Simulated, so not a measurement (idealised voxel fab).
This is a process module. Its name is voxel ribs on slabs.
The figure presents cross-section cut, which has a width of 245 nm and is divided into square cells with an edge length of 5 nm.
A cross-section is written here as square cells arranged in a grid, and it is given in bands from the top down, each band taking up one or more rows of cells.
Heights first: top, then bottom, in nm. Then materials, left to right, each with a width in nm. "everywhere" on a single material: fills the band edge to edge. "empty": empty space.
Height is counted from the level 0, under which the received wafer is composed throughout of one material. The lowest of the bands is not closed at the bottom but continues downward, in the notation "0 -> down".
When a width is written as two numbers, as in "30..40", the first number is the width in the top row of cells of the band and the second is the width in its bottom row, and the width changes by the same amount from each row to the next.
When a step is marked "remained the same", none of the cells in the cross-section changed during that step.
Basically, "Listed closed voids" tells you about the enclosed voids: empty spaces with no open way to the top, 8 cells or bigger, each written width x height at distance, where distance is from the left edge, all in nm.
That trailing text on a step's line, after the settings, is the simulator's own remark on the step.
Among the settings permitted on a step's line is "overlay nm"; applied to a step with a mask, it specifies the extent to which the mask lay to the right of its planned position, whereas a negative figure signifies a position to the left.

This section lists the process steps that were planned
1. RECEIVE (material Si)
2. DIRECTIONAL_DEP (material SiO2; thk nm 25)
3. DIRECTIONAL_DEP (material SiN; thk nm 25)
4. DIRECTIONAL_DEP (material aC; thk nm 15)
5. PATTERN (tone cover; mask id RIB; material resist; width nm 15; thk nm 30; overlay nm 0)
6. DIRECTIONAL_ETCH (etch materials aC; depth nm 15)
7. STRIP (etch materials resist)
8. DIRECTIONAL_ETCH (etch materials SiN; depth nm 5)
9. STRIP (etch materials aC)
10. MASKED_ETCH (tone cover; mask id SLAB; width nm 55; etch materials SiN; depth nm 20; overlay nm 0)
11. FILL_DEP (material SiO2; thk nm 20)
12. CMP (height nm 65)
13. DIRECTIONAL_DEP (material TiN; thk nm 10)
14. PATTERN (tone cover; mask id HEATER; material resist; width nm 25; thk nm 15; overlay nm 0)
15. DIRECTIONAL_ETCH (etch materials TiN; depth nm 10)
16. STRIP (etch materials resist)
17. CONFORMAL_DEP (material SiN; thk nm 10)

Incoming wafer, cross-sectional view, post step 1
> 0 -> down  Si everywhere
> Listed closed voids: none

Below is the wafer in cross-section after the module was completed. It began from the starting point shown above and followed the plan shown above, except that one mistake was made while running it
> 85 -> 75  empty=100; SiN=45; empty=100
> 75 -> 65  SiN=110; TiN=25; SiN=110
> 65 -> 50  TiN everywhere
> 50 -> 45  TiN=115; SiN=15; TiN=115
> 45 -> 25  TiN=95; SiN=55; TiN=95
> 25 -> 0  SiO2 everywhere
> 0 -> down  Si everywhere
> Listed closed voids: none
Which mistake was made when the wafer was run? note that step 11 departed from the planned setting and was carried out as FILL_DEP (material TiN; thk nm 20)
